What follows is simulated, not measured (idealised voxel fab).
The name of this process module is voxel wiring stack.
The cross-section on display is named cut; it measures 265 nm wide, and its cells are 5 nm squares.
We lay out every cross-section as a grid of square cells and spell it out in bands from the top down, where one band means one or more rows of cells.
Heads up on the band format: heights come first, top then bottom, in nm. After that it's the materials left to right, each with its width in nm. A single material flagged "edge to edge" fills the whole band edge to edge, and "empty" means there's empty space there.
Convention: height 0 is the level below which the wafer, as received, is all one material. The lowest band does not terminate at the bottom but continues downward, represented as "0 down".
Width spec "30 to 40" -> top row of cells at first value, bottom row at second value, equal per-row change in between.
Step note "remained unchanged" = no cross-section cell changed.
So "Catalogued sealed voids" is basically the list of trapped voids: any empty space of 8 cells or more that can't reach the top through an opening. They're written width x height at distance, the distance being from the left edge, and it's all nm.
It should be noted that, on the line of a given step, the content following the step's settings is a remark produced by the simulator itself with respect to that step.
You can add "overlay nm" to a step's line. For a step with a mask, it describes how far the mask lay to the right of its planned position, and a negative number describes a lay to the left.
In what follows, pairs of cross-sections are presented, each taken before and after one process step, with the after cross-section shown only down to the lowest band that was altered; the step, together with its settings, is stated below the pair. The pairs may stem from different runs of this module on the same starting wafer; accordingly, a pair should be taken as continuing from the one above it solely where its entry headed "Pre-step cross-section" indicates as much.
Pre-step cross-section
    110 to 95  55 SiO2, 15 empty, 75 SiO2, 15 empty, 105 SiO2
    95 to 90  55 SiCN, 15 empty, 75 SiCN, 15 empty, 105 SiCN
    90 to 80  Cu edge to edge
    80 to 75  60 TiN, 10 Cu, 35 TiN, 10 Cu, 35 TiN, 10 Cu, 35 TiN, 10 Cu, 60 TiN
    75 to 65  55 lowk, 5 TiN, 10 Cu, 5 TiN, 25 lowk, 5 TiN, 10 Cu, 5 TiN, 25 lowk, 5 TiN, 10 Cu, 5 TiN, 25 lowk, 5 TiN, 10 Cu, 5 TiN, 55 lowk
    65 to 60  55 lowk, 5 TiN, 5 Cu, 10 TiN, 25 lowk, 5 TiN, 5 Cu, 10 TiN, 25 lowk, 5 TiN, 5 Cu, 10 TiN, 25 lowk, 5 TiN, 5 Cu, 10 TiN, 55 lowk
    60 to 45  55 lowk, 5 TiN, 5 Cu, 5 TiN, 30 lowk, 5 TiN, 5 Cu, 5 TiN, 30 lowk, 5 TiN, 5 Cu, 5 TiN, 30 lowk, 5 TiN, 5 Cu, 5 TiN, 60 lowk
    45 to 40  55 SiCN, 15 TiN, 30 SiCN, 15 TiN, 30 SiCN, 15 TiN, 30 SiCN, 15 TiN, 60 SiCN
    40 to 15  55 lowk, 5 TiN, 10 Cu, 5 TiN, 25 lowk, 5 TiN, 10 Cu, 5 TiN, 25 lowk, 5 TiN, 10 Cu, 5 TiN, 25 lowk, 5 TiN, 10 Cu, 5 TiN, 55 lowk
    15 to 10  55 SiCN, 20 TiN, 25 SiCN, 20 TiN, 25 SiCN, 20 TiN, 25 SiCN, 20 TiN, 55 SiCN
    10 to 0  SiO2 edge to edge
    0 down  Si edge to edge
    Catalogued sealed voids: none
Section, Post-Step
    110 to 100  55 SiO2, 15 empty, 75 SiO2, 15 empty, 105 SiO2
    100 to 95  55 SiO2, 15 Ru, 75 SiO2, 15 Ru, 105 SiO2
    95 to 90  55 SiCN, 15 Ru, 75 SiCN, 15 Ru, 105 SiCN
    below 90: unchanged
    Catalogued sealed voids: none
Relating the two cross-sections above, the step in between is EPI (material Ru; thk nm 10)
Pre-step cross-section: the state before this step is the cross-section shown after the step in the pair just above.
Section, Post-Step
    110 to 95  55 SiO2, 15 Ru, 75 SiO2, 15 Ru, 105 SiO2
    below 95: unchanged
    Catalogued sealed voids: none
Relating the two cross-sections above, the step in between is EPI (material Ru; thk nm 10)
Pre-step cross-section: the state before this step is the cross-section shown after the step in the pair just above.
Section, Post-Step
    115 to 110  TiN edge to edge
    below 110: unchanged
    Catalogued sealed voids: none
Relating the two cross-sections above, the step in between is DIRECTIONAL_DEP (material TiN; thk nm 5)
Pre-step cross-section: the state before this step is the cross-section shown after the step in the pair just above.
Section, Post-Step
    140 to 115  Ru edge to edge
    below 115: unchanged
    Catalogued sealed voids: none
Relating the two cross-sections above, the step in between is DIRECTIONAL_DEP (material Ru; thk nm 25)
Pre-step cross-section: the state before this step is the cross-section shown after the step in the pair just above.
Section, Post-Step
    140 to 115  55 empty, 20 Ru, 25 empty, 20 Ru, 25 empty, 20 Ru, 25 empty, 20 Ru, 55 empty
    below 115: unchanged
    Catalogued sealed voids: none
Relating the two cross-sections above, the step in between is MASKED_ETCH (tone cover; mask id METAL_3; width nm 20; pitch nm 45; etch materials Ru; depth nm 25; overlay nm 0)
Pre-step cross-section: the state before this step is the cross-section shown after the step in the pair just above.
Section, Post-Step
    140 to 115  55 empty, 20 Ru, 25 empty, 20 Ru, 25 empty, 20 Ru, 25 empty, 20 Ru, 55 empty
    115 to 110  55 empty, 20 TiN, 25 empty, 20 TiN, 25 empty, 20 TiN, 25 empty, 20 TiN, 55 empty
    below 110: unchanged
    Catalogued sealed voids: none
Relating the two cross-sections above, the step in between is MASKED_ETCH (tone cover; mask id METAL_3; width nm 20; pitch nm 45; etch materials TiN; depth nm 5; overlay nm 0)
Pre-step cross-section: the state before this step is the cross-section shown after the step in the pair just above.
Section, Post-Step
    150 to 140  SiO2 edge to edge
    140 to 115  55 SiO2, 20 Ru, 25 SiO2, 20 Ru, 25 SiO2, 20 Ru, 25 SiO2, 20 Ru, 55 SiO2
    115 to 110  55 SiO2, 20 TiN, 25 SiO2, 20 TiN, 25 SiO2, 20 TiN, 25 SiO2, 20 TiN, 55 SiO2
    below 110: unchanged
    Catalogued sealed voids: none
Relating the two cross-sections above, the step in between is FILL_DEP (material SiO2; thk nm 10)
Pre-step cross-section: the state before this step is the cross-section shown after the step in the pair just above.
Section, Post-Step
    125 to 115  55 SiO2, 20 Ru, 25 SiO2, 20 Ru, 25 SiO2, 20 Ru, 25 SiO2, 20 Ru, 55 SiO2
    below 115: unchanged
    Catalogued sealed voids: none
Relating the two cross-sections above, the step in between is CMP (height nm 125)
Pre-step cross-section: the state before this step is the cross-section shown after the step in the pair just above.
Section, Post-Step
    130 to 125  SiCN edge to edge
    below 125: unchanged
    Catalogued sealed voids: none
Relating the two cross-sections above, the step in between is CONFORMAL_DEP (material SiCN; thk nm 5)
Pre-step cross-section: the state before this step is the cross-section shown after the step in the pair just above.
Section, Post-Step
    155 to 130  lowk edge to edge
    below 130: unchanged
    Catalogued sealed voids: none
Relating the two cross-sections above, the step in between is DIRECTIONAL_DEP (material lowk; thk nm 25)
Pre-step cross-section: the state before this step is the cross-section shown after the step in the pair just above.
Section, Post-Step
    155 to 130  55 lowk, 15 empty, 30 lowk, 15 empty, 30 lowk, 15 empty, 30 lowk, 15 empty, 60 lowk
    below 130: unchanged
    Catalogued sealed voids: none
Relating the two cross-sections above, the step in between is MASKED_ETCH (tone open; mask id METAL_4_HOLES; width nm 15; pitch nm 45; etch materials lowk; depth nm 25; overlay nm 0)
Pre-step cross-section: the state before this step is the cross-section shown after the step in the pair just above.
Section, Post-Step
    170 to 155  55 resist, 20 empty, 25 resist, 20 empty, 25 resist, 20 empty, 25 resist, 20 empty, 55 resist
    below 155: unchanged
    Catalogued sealed voids: none
Relating the two cross-sections above, the step in between is PATTERN (tone open; mask id METAL_4; material resist; width nm 20; pitch nm 45; thk nm 15; overlay nm 0)
Pre-step cross-section: the state before this step is the cross-section shown after the step in the pair just above.
Section, Post-Step
    170 to 155  55 resist, 20 empty, 25 resist, 20 empty, 25 resist, 20 empty, 25 resist, 20 empty, 55 resist
    155 to 140  55 lowk, 20 empty, 25 lowk, 20 empty, 25 lowk, 20 empty, 25 lowk, 20 empty, 55 lowk
    below 140: unchanged
    Catalogued sealed voids: none
Relating the two cross-sections above, the step in between is DIRECTIONAL_ETCH (etch materials lowk; depth nm 15)
Pre-step cross-section: the state before this step is the cross-section shown after the step in the pair just above.
Section, Post-Step
    170 to 155  55 resist, 20 empty, 25 resist, 20 empty, 25 resist, 20 empty, 25 resist, 20 empty, 55 resist
    155 to 140  55 lowk, 20 empty, 25 lowk, 20 empty, 25 lowk, 20 empty, 25 lowk, 20 empty, 55 lowk
    140 to 130  55 lowk, 15 empty, 30 lowk, 15 empty, 30 lowk, 15 empty, 30 lowk, 15 empty, 60 lowk
    130 to 125  55 SiCN, 15 empty, 30 SiCN, 15 empty, 30 SiCN, 15 empty, 30 SiCN, 15 empty, 60 SiCN
    below 125: unchanged
    Catalogued sealed voids: none
Relating the two cross-sections above, the step in between is DIRECTIONAL_ETCH (etch materials SiCN; depth nm 5)
Pre-step cross-section: the state before this step is the cross-section shown after the step in the pair just above.
Section, Post-Step
    155 to 140  55 lowk, 20 empty, 25 lowk, 20 empty, 25 lowk, 20 empty, 25 lowk, 20 empty, 55 lowk
    below 140: unchanged
    Catalogued sealed voids: none
Relating the two cross-sections above, the step in between is STRIP (etch materials resist)
Pre-step cross-section: the state before this step is the cross-section shown after the step in the pair just above.
Section, Post-Step
    160 to 155  60 TiN, 10 empty, 35 TiN, 10 empty, 35 TiN, 10 empty, 35 TiN, 10 empty, 60 TiN
    155 to 145  55 lowk, 5 TiN, 10 empty, 5 TiN, 25 lowk, 5 TiN, 10 empty, 5 TiN, 25 lowk, 5 TiN, 10 empty, 5 TiN, 25 lowk, 5 TiN, 10 empty, 5 TiN, 55 lowk
    145 to 140  55 lowk, 5 TiN, 5 empty, 10 TiN, 25 lowk, 5 TiN, 5 empty, 10 TiN, 25 lowk, 5 TiN, 5 empty, 10 TiN, 25 lowk, 5 TiN, 5 empty, 10 TiN, 55 lowk
    140 to 130  55 lowk, 5 TiN, 5 empty, 5 TiN, 30 lowk, 5 TiN, 5 empty, 5 TiN, 30 lowk, 5 TiN, 5 empty, 5 TiN, 30 lowk, 5 TiN, 5 empty, 5 TiN, 60 lowk
    130 to 125  55 SiCN, 15 TiN, 30 SiCN, 15 TiN, 30 SiCN, 15 TiN, 30 SiCN, 15 TiN, 60 SiCN
    below 125: unchanged
    Catalogued sealed voids: none
Relating the two cross-sections above, the step in between is CONFORMAL_DEP (material TiN; thk nm 5)
Pre-step cross-section: the state before this step is the cross-section shown after the step in the pair just above.
Section, Post-Step
    170 to 160  Cu edge to edge
    160 to 155  60 TiN, 10 Cu, 35 TiN, 10 Cu, 35 TiN, 10 Cu, 35 TiN, 10 Cu, 60 TiN
    155 to 145  55 lowk, 5 TiN, 10 Cu, 5 TiN, 25 lowk, 5 TiN, 10 Cu, 5 TiN, 25 lowk, 5 TiN, 10 Cu, 5 TiN, 25 lowk, 5 TiN, 10 Cu, 5 TiN, 55 lowk
    145 to 140  55 lowk, 5 TiN, 5 Cu, 10 TiN, 25 lowk, 5 TiN, 5 Cu, 10 TiN, 25 lowk, 5 TiN, 5 Cu, 10 TiN, 25 lowk, 5 TiN, 5 Cu, 10 TiN, 55 lowk
    140 to 130  55 lowk, 5 TiN, 5 Cu, 5 TiN, 30 lowk, 5 TiN, 5 Cu, 5 TiN, 30 lowk, 5 TiN, 5 Cu, 5 TiN, 30 lowk, 5 TiN, 5 Cu, 5 TiN, 60 lowk
    below 130: unchanged
    Catalogued sealed voids: none
Relating the two cross-sections above, the step in between is FILL_DEP (material Cu; thk nm 10)
Pre-step cross-section: the state before this step is the cross-section shown after the step in the pair just above.
Section, Post-Step
    155 to 145  55 lowk, 5 TiN, 10 Cu, 5 TiN, 25 lowk, 5 TiN, 10 Cu, 5 TiN, 25 lowk, 5 TiN, 10 Cu, 5 TiN, 25 lowk, 5 TiN, 10 Cu, 5 TiN, 55 lowk
    below 145: unchanged
    Catalogued sealed voids: none
Relating the two cross-sections above, the step in between is CMP (height nm 155)
Pre-step cross-section: the state before this step is the cross-section shown after the step in the pair just above.
Section, Post-Step
    160 to 155  SiN edge to edge
    below 155: unchanged
    Catalogued sealed voids: none
Relating the two cross-sections above, the step in between is CONFORMAL_DEP (material SiN; thk nm 5)
Pre-step cross-section
    75 to 45  lowk edge to edge
    45 to 40  SiCN edge to edge
    40 to 15  55 lowk, 5 TiN, 10 Cu, 5 TiN, 25 lowk, 5 TiN, 10 Cu, 5 TiN, 25 lowk, 5 TiN, 10 Cu, 5 TiN, 25 lowk, 5 TiN, 10 Cu, 5 TiN, 55 lowk
    15 to 10  55 SiCN, 20 TiN, 25 SiCN, 20 TiN, 25 SiCN, 20 TiN, 25 SiCN, 20 TiN, 55 SiCN
    10 to 0  SiO2 edge to edge
    0 down  Si edge to edge
    Catalogued sealed voids: none
Section, Post-Step
    105 to 45  lowk edge to edge
    below 45: unchanged
    Catalogued sealed voids: none
Relating the two cross-sections above, the step in between is DIRECTIONAL_DEP (material lowk; thk nm 30)
Pre-step cross-section: the state before this step is the cross-section shown after the step in the pair just above.
Section, Post-Step
    105 to 90  55 lowk, 20 empty, 25 lowk, 20 empty, 25 lowk, 20 empty, 25 lowk, 20 empty, 55 lowk
    below 90: unchanged
    Catalogued sealed voids: none
Relating the two cross-sections above, the step in between is MASKED_ETCH (tone open; mask id METAL_2; width nm 20; pitch nm 45; etch materials lowk; depth nm 15; overlay nm 0)
Pre-step cross-section: the state before this step is the cross-section shown after the step in the pair just above.
Section, Post-Step
    115 to 105  55 aC, 20 empty, 25 aC, 20 empty, 25 aC, 20 empty, 25 aC, 20 empty, 55 aC
    105 to 100  55 lowk, 20 empty, 25 lowk, 20 empty, 25 lowk, 20 empty, 25 lowk, 20 empty, 55 lowk
    100 to 90  55 lowk, 20 aC, 25 lowk, 20 aC, 25 lowk, 20 aC, 25 lowk, 20 aC, 55 lowk
    below 90: unchanged
    Catalogued sealed voids: none
Relating the two cross-sections above, the step in between is DIRECTIONAL_DEP (material aC; thk nm 10)
Pre-step cross-section: the state before this step is the cross-section shown after the step in the pair just above.
Section, Post-Step
    145 to 115  55 resist, 15 empty, 30 resist, 15 empty, 30 resist, 15 empty, 30 resist, 15 empty, 60 resist
    115 to 105  55 aC, 15 empty, 5 resist, 25 aC, 15 empty, 5 resist, 25 aC, 15 empty, 5 resist, 25 aC, 15 empty, 5 resist, 55 aC
    105 to 100  55 lowk, 15 empty, 5 resist, 25 lowk, 15 empty, 5 resist, 25 lowk, 15 empty, 5 resist, 25 lowk, 15 empty, 5 resist, 55 lowk
    below 100: unchanged
    Catalogued sealed voids: none
Relating the two cross-sections above, the step in between is PATTERN (tone open; mask id METAL_2_HOLES; material resist; width nm 15; pitch nm 45; thk nm 30; overlay nm 0)
Pre-step cross-section: the state before this step is the cross-section shown after the step in the pair just above.
Section, Post-Step
    135 to 115  55 resist, 15 empty, 30 resist, 15 empty, 30 resist, 15 empty, 30 resist, 15 empty, 60 resist
    115 to 105  55 aC, 15 empty, 5 resist, 25 aC, 15 empty, 5 resist, 25 aC, 15 empty, 5 resist, 25 aC, 15 empty, 5 resist, 55 aC
    105 to 100  55 lowk, 15 empty, 5 resist, 25 lowk, 15 empty, 5 resist, 25 lowk, 15 empty, 5 resist, 25 lowk, 15 empty, 5 resist, 55 lowk
    100 to 90  55 lowk, 15 empty, 5 aC, 25 lowk, 15 empty, 5 aC, 25 lowk, 15 empty, 5 aC, 25 lowk, 15 empty, 5 aC, 55 lowk
    below 90: unchanged
    Catalogued sealed voids: none
Relating the two cross-sections above, the step in between is DIRECTIONAL_ETCH (etch materials aC; depth nm 10)
Pre-step cross-section: the state before this step is the cross-section shown after the step in the pair just above.
Section, Post-Step
    115 to 105  55 aC, 20 empty, 25 aC, 20 empty, 25 aC, 20 empty, 25 aC, 20 empty, 55 aC
    105 to 100  55 lowk, 20 empty, 25 lowk, 20 empty, 25 lowk, 20 empty, 25 lowk, 20 empty, 55 lowk
    below 100: unchanged
    Catalogued sealed voids: none
Relating the two cross-sections above, the step in between is STRIP (etch materials resist)
Pre-step cross-section: the state before this step is the cross-section shown after the step in the pair just above.
Section, Post-Step
    115 to 105  55 aC, 20 empty, 25 aC, 20 empty, 25 aC, 20 empty, 25 aC, 20 empty, 55 aC
    105 to 100  55 lowk, 20 empty, 25 lowk, 20 empty, 25 lowk, 20 empty, 25 lowk, 20 empty, 55 lowk
    100 to 90  55 lowk, 15 empty, 5 aC, 25 lowk, 15 empty, 5 aC, 25 lowk, 15 empty, 5 aC, 25 lowk, 15 empty, 5 aC, 55 lowk
    90 to 75  55 lowk, 15 empty, 30 lowk, 15 empty, 30 lowk, 15 empty, 30 lowk, 15 empty, 60 lowk
    below 75: unchanged
    Catalogued sealed voids: none
Relating the two cross-sections above, the step in between is DIRECTIONAL_ETCH (etch materials lowk; depth nm 15)
Pre-step cross-section: the state before this step is the cross-section shown after the step in the pair just above.
Section, Post-Step
    105 to 90  55 lowk, 20 empty, 25 lowk, 20 empty, 25 lowk, 20 empty, 25 lowk, 20 empty, 55 lowk
    below 90: unchanged
    Catalogued sealed voids: none
Relating the two cross-sections above, the step in between is STRIP (etch materials aC)
Pre-step cross-section: the state before this step is the cross-section shown after the step in the pair just above.
Section, Post-Step
    110 to 105  60 TiN, 10 empty, 35 TiN, 10 empty, 35 TiN, 10 empty, 35 TiN, 10 empty, 60 TiN
    105 to 95  55 lowk, 5 TiN, 10 empty, 5 TiN, 25 lowk, 5 TiN, 10 empty, 5 TiN, 25 lowk, 5 TiN, 10 empty, 5 TiN, 25 lowk, 5 TiN, 10 empty, 5 TiN, 55 lowk
    95 to 90  55 lowk, 5 TiN, 5 empty, 10 TiN, 25 lowk, 5 TiN, 5 empty, 10 TiN, 25 lowk, 5 TiN, 5 empty, 10 TiN, 25 lowk, 5 TiN, 5 empty, 10 TiN, 55 lowk
    90 to 80  55 lowk, 5 TiN, 5 empty, 5 TiN, 30 lowk, 5 TiN, 5 empty, 5 TiN, 30 lowk, 5 TiN, 5 empty, 5 TiN, 30 lowk, 5 TiN, 5 empty, 5 TiN, 60 lowk
    80 to 75  55 lowk, 15 TiN, 30 lowk, 15 TiN, 30 lowk, 15 TiN, 30 lowk, 15 TiN, 60 lowk
    below 75: unchanged
    Catalogued sealed voids: none
Relating the two cross-sections above, the step in between is CONFORMAL_DEP (material TiN; thk nm 5)
Pre-step cross-section: the state before this step is the cross-section shown after the step in the pair just above.
Section, Post-Step
    120 to 110  Cu edge to edge
    110 to 105  60 TiN, 10 Cu, 35 TiN, 10 Cu, 35 TiN, 10 Cu, 35 TiN, 10 Cu, 60 TiN
    105 to 95  55 lowk, 5 TiN, 10 Cu, 5 TiN, 25 lowk, 5 TiN, 10 Cu, 5 TiN, 25 lowk, 5 TiN, 10 Cu, 5 TiN, 25 lowk, 5 TiN, 10 Cu, 5 TiN, 55 lowk
    95 to 90  55 lowk, 5 TiN, 5 Cu, 10 TiN, 25 lowk, 5 TiN, 5 Cu, 10 TiN, 25 lowk, 5 TiN, 5 Cu, 10 TiN, 25 lowk, 5 TiN, 5 Cu, 10 TiN, 55 lowk
    90 to 80  55 lowk, 5 TiN, 5 Cu, 5 TiN, 30 lowk, 5 TiN, 5 Cu, 5 TiN, 30 lowk, 5 TiN, 5 Cu, 5 TiN, 30 lowk, 5 TiN, 5 Cu, 5 TiN, 60 lowk
    below 80: unchanged
    Catalogued sealed voids: none
Relating the two cross-sections above, the step in between is FILL_DEP (material Cu; thk nm 10)
Pre-step cross-section: the state before this step is the cross-section shown after the step in the pair just above.
Section, Post-Step
    75 to 45  lowk edge to edge
    below 45: unchanged
    Catalogued sealed voids: none
Relating the two cross-sections above, the step in between is CMP (height nm 75)
Pre-step cross-section: the state before this step is the cross-section shown after the step in the pair just above.
Section, Post-Step
    80 to 75  SiCN edge to edge
    below 75: unchanged
    Catalogued sealed voids: none
Relating the two cross-sections above, the step in between is CONFORMAL_DEP (material SiCN; thk nm 5)
Pre-step cross-section: the state before this step is the cross-section shown after the step in the pair just above.
Section, Post-Step
    95 to 80  SiO2 edge to edge
    below 80: unchanged
    Catalogued sealed voids: none
Relating the two cross-sections above, the step in between is DIRECTIONAL_DEP (material SiO2; thk nm 15)
Pre-step cross-section: the state before this step is the cross-section shown after the step in the pair just above.
Section, Post-Step
    110 to 95  aC edge to edge
    below 95: unchanged
    Catalogued sealed voids: none
Relating the two cross-sections above, the step in between is DIRECTIONAL_DEP (material aC; thk nm 15)
Pre-step cross-section: the state before this step is the cross-section shown after the step in the pair just above.
Section, Post-Step
    145 to 110  55 resist, 15 empty, 75 resist, 15 empty, 105 resist
    below 110: unchanged
    Catalogued sealed voids: none
Relating the two cross-sections above, the step in between is PATTERN (tone open; mask id PLUG_2; material resist; width nm 15; pitch nm 90; thk nm 35; overlay nm 0)
Pre-step cross-section: the state before this step is the cross-section shown after the step in the pair just above.
Section, Post-Step
    130 to 110  55 resist, 15 empty, 75 resist, 15 empty, 105 resist
    110 to 95  55 aC, 15 empty, 75 aC, 15 empty, 105 aC
    below 95: unchanged
    Catalogued sealed voids: none
Relating the two cross-sections above, the step in between is DIRECTIONAL_ETCH (etch materials aC; depth nm 15)
Pre-step cross-section: the state before this step is the cross-section shown after the step in the pair just above.
Section, Post-Step
    110 to 95  55 aC, 15 empty, 75 aC, 15 empty, 105 aC
    below 95: unchanged
    Catalogued sealed voids: none
Relating the two cross-sections above, the step in between is STRIP (etch materials resist)
Pre-step cross-section: the state before this step is the cross-section shown after the step in the pair just above.
Section, Post-Step
    110 to 95  55 aC, 15 empty, 75 aC, 15 empty, 105 aC
    95 to 80  55 SiO2, 15 empty, 75 SiO2, 15 empty, 105 SiO2
    below 80: unchanged
    Catalogued sealed voids: none
Relating the two cross-sections above, the step in between is DIRECTIONAL_ETCH (etch materials SiO2; depth nm 15)
Pre-step cross-section: the state before this step is the cross-section shown after the step in the pair just above.
Section, Post-Step
    110 to 95  55 aC, 15 empty, 75 aC, 15 empty, 105 aC
    95 to 80  55 SiO2, 15 empty, 75 SiO2, 15 empty, 105 SiO2
    80 to 75  55 SiCN, 15 empty, 75 SiCN, 15 empty, 105 SiCN
    below 75: unchanged
    Catalogued sealed voids: none
Relating the two cross-sections above, the step in between is DIRECTIONAL_ETCH (etch materials SiCN; depth nm 5)
Pre-step cross-section: the state before this step is the cross-section shown after the step in the pair just above.
Section, Post-Step
    95 to 80  55 SiO2, 15 empty, 75 SiO2, 15 empty, 105 SiO2
    below 80: unchanged
    Catalogued sealed voids: none
Relating the two cross-sections above, the step in between is STRIP (etch materials aC)
Pre-step cross-section: the state before this step is the cross-section shown after the step in the pair just above.
Section, Post-Step
    100 to 95  55 TiN, 15 empty, 75 TiN, 15 empty, 105 TiN
    95 to 80  55 SiO2, 15 empty, 75 SiO2, 15 empty, 105 SiO2
    80 to 75  55 SiCN, 15 TiN, 75 SiCN, 15 TiN, 105 SiCN
    below 75: unchanged
    Catalogued sealed voids: none
Relating the two cross-sections above, the step in between is DIRECTIONAL_DEP (material TiN; thk nm 5)
Pre-step cross-section: the state before this step is the cross-section shown after the step in the pair just above.
Section, Post-Step
    125 to 105  55 Ru, 15 empty, 75 Ru, 15 empty, 105 Ru
    105 to 100  Ru edge to edge
    100 to 95  55 TiN, 15 Ru, 75 TiN, 15 Ru, 105 TiN
    95 to 80  55 SiO2, 15 Ru, 75 SiO2, 15 Ru, 105 SiO2
    below 80: unchanged
    Catalogued sealed voids: none
Relating the two cross-sections above, the step in between is DIRECTIONAL_DEP (material Ru; thk nm 25)
Pre-step cross-section: the state before this step is the cross-section shown after the step in the pair just above.
Section, Post-Step
    125 to 105  70 empty, 5 Ru, 25 empty, 20 Ru, 40 empty, 5 Ru, 25 empty, 20 Ru, 55 empty
    105 to 100  55 empty, 20 Ru, 25 empty, 20 Ru, 25 empty, 20 Ru, 25 empty, 20 Ru, 55 empty
    below 100: unchanged
    Catalogued sealed voids: none
Relating the two cross-sections above, the step in between is MASKED_ETCH (tone cover; mask id METAL_3; width nm 20; pitch nm 45; etch materials Ru; depth nm 25; overlay nm 0)
Pre-step cross-section: the state before this step is the cross-section shown after the step in the pair just above.
Section, Post-Step
    125 to 105  70 empty, 5 Ru, 25 empty, 20 Ru, 40 empty, 5 Ru, 25 empty, 20 Ru, 55 empty
    105 to 100  55 empty, 20 Ru, 25 empty, 20 Ru, 25 empty, 20 Ru, 25 empty, 20 Ru, 55 empty
    100 to 95  55 empty, 15 Ru, 5 TiN, 25 empty, 20 TiN, 25 empty, 15 Ru, 5 TiN, 25 empty, 20 TiN, 55 empty
    below 95: unchanged
    Catalogued sealed voids: none
Relating the two cross-sections above, the step in between is MASKED_ETCH (tone cover; mask id METAL_3; width nm 20; pitch nm 45; etch materials TiN; depth nm 5; overlay nm 0)
Pre-step cross-section: the state before this step is the cross-section shown after the step in the pair just above.
Section, Post-Step
    135 to 125  SiO2 edge to edge
    125 to 105  70 SiO2, 5 Ru, 25 SiO2, 20 Ru, 40 SiO2, 5 Ru, 25 SiO2, 20 Ru, 55 SiO2
    105 to 100  55 SiO2, 20 Ru, 25 SiO2, 20 Ru, 25 SiO2, 20 Ru, 25 SiO2, 20 Ru, 55 SiO2
    100 to 95  55 SiO2, 15 Ru, 5 TiN, 25 SiO2, 20 TiN, 25 SiO2, 15 Ru, 5 TiN, 25 SiO2, 20 TiN, 55 SiO2
    below 95: unchanged
    Catalogued sealed voids: none
Relating the two cross-sections above, the step in between is FILL_DEP (material SiO2; thk nm 10)
Pre-step cross-section: the state before this step is the cross-section shown after the step in the pair just above.
Section, Post-Step
    125 to 105  70 SiO2, 5 Ru, 25 SiO2, 20 Ru, 40 SiO2, 5 Ru, 25 SiO2, 20 Ru, 55 SiO2
    below 105: unchanged
    Catalogued sealed voids: none
Relating the two cross-sections above, the step in between is CMP (height nm 125)
Pre-step cross-section: the state before this step is the cross-section shown after the step in the pair just above.
Section, Post-Step
    130 to 125  SiCN edge to edge
    below 125: unchanged
    Catalogued sealed voids: none
Relating the two cross-sections above, the step in between is CONFORMAL_DEP (material SiCN; thk nm 5)
Pre-step cross-section: the state before this step is the cross-section shown after the step in the pair just above.
Section, Post-Step
    155 to 130  lowk edge to edge
    below 130: unchanged
    Catalogued sealed voids: none
Relating the two cross-sections above, the step in between is DIRECTIONAL_DEP (material lowk; thk nm 25)
Pre-step cross-section: the state before this step is the cross-section shown after the step in the pair just above.
Section, Post-Step
    155 to 130  55 lowk, 15 empty, 30 lowk, 15 empty, 30 lowk, 15 empty, 30 lowk, 15 empty, 60 lowk
    below 130: unchanged
    Catalogued sealed voids: none
Relating the two cross-sections above, the step in between is MASKED_ETCH (tone open; mask id METAL_4_HOLES; width nm 15; pitch nm 45; etch materials lowk; depth nm 25; overlay nm 0)
Pre-step cross-section: the state before this step is the cross-section shown after the step in the pair just above.
Section, Post-Step
    170 to 155  55 resist, 20 empty, 25 resist, 20 empty, 25 resist, 20 empty, 25 resist, 20 empty, 55 resist
    below 155: unchanged
    Catalogued sealed voids: none
Relating the two cross-sections above, the step in between is PATTERN (tone open; mask id METAL_4; material resist; width nm 20; pitch nm 45; thk nm 15; overlay nm 0)
Pre-step cross-section: the state before this step is the cross-section shown after the step in the pair just above.
Section, Post-Step
    170 to 155  55 resist, 20 empty, 25 resist, 20 empty, 25 resist, 20 empty, 25 resist, 20 empty, 55 resist
    155 to 140  55 lowk, 20 empty, 25 lowk, 20 empty, 25 lowk, 20 empty, 25 lowk, 20 empty, 55 lowk
    below 140: unchanged
    Catalogued sealed voids: none
Relating the two cross-sections above, the step in between is DIRECTIONAL_ETCH (etch materials lowk; depth nm 15)
Pre-step cross-section: the state before this step is the cross-section shown after the step in the pair just above.
Section, Post-Step
    170 to 155  55 resist, 20 empty, 25 resist, 20 empty, 25 resist, 20 empty, 25 resist, 20 empty, 55 resist
    155 to 140  55 lowk, 20 empty, 25 lowk, 20 empty, 25 lowk, 20 empty, 25 lowk, 20 empty, 55 lowk
    140 to 130  55 lowk, 15 empty, 30 lowk, 15 empty, 30 lowk, 15 empty, 30 lowk, 15 empty, 60 lowk
    130 to 125  55 SiCN, 15 empty, 30 SiCN, 15 empty, 30 SiCN, 15 empty, 30 SiCN, 15 empty, 60 SiCN
    below 125: unchanged
    Catalogued sealed voids: none
Relating the two cross-sections above, the step in between is DIRECTIONAL_ETCH (etch materials SiCN; depth nm 5)
Pre-step cross-section: the state before this step is the cross-section shown after the step in the pair just above.
Section, Post-Step
    155 to 140  55 lowk, 20 empty, 25 lowk, 20 empty, 25 lowk, 20 empty, 25 lowk, 20 empty, 55 lowk
    below 140: unchanged
    Catalogued sealed voids: none
Relating the two cross-sections above, the step in between is STRIP (etch materials resist)
Pre-step cross-section: the state before this step is the cross-section shown after the step in the pair just above.
Section, Post-Step
    160 to 155  60 TiN, 10 empty, 35 TiN, 10 empty, 35 TiN, 10 empty, 35 TiN, 10 empty, 60 TiN
    155 to 145  55 lowk, 5 TiN, 10 empty, 5 TiN, 25 lowk, 5 TiN, 10 empty, 5 TiN, 25 lowk, 5 TiN, 10 empty, 5 TiN, 25 lowk, 5 TiN, 10 empty, 5 TiN, 55 lowk
    145 to 140  55 lowk, 5 TiN, 5 empty, 10 TiN, 25 lowk, 5 TiN, 5 empty, 10 TiN, 25 lowk, 5 TiN, 5 empty, 10 TiN, 25 lowk, 5 TiN, 5 empty, 10 TiN, 55 lowk
    140 to 130  55 lowk, 5 TiN, 5 empty, 5 TiN, 30 lowk, 5 TiN, 5 empty, 5 TiN, 30 lowk, 5 TiN, 5 empty, 5 TiN, 30 lowk, 5 TiN, 5 empty, 5 TiN, 60 lowk
    130 to 125  55 SiCN, 15 TiN, 30 SiCN, 15 TiN, 30 SiCN, 15 TiN, 30 SiCN, 15 TiN, 60 SiCN
    below 125: unchanged
    Catalogued sealed voids: none
Relating the two cross-sections above, the step in between is CONFORMAL_DEP (material TiN; thk nm 5)
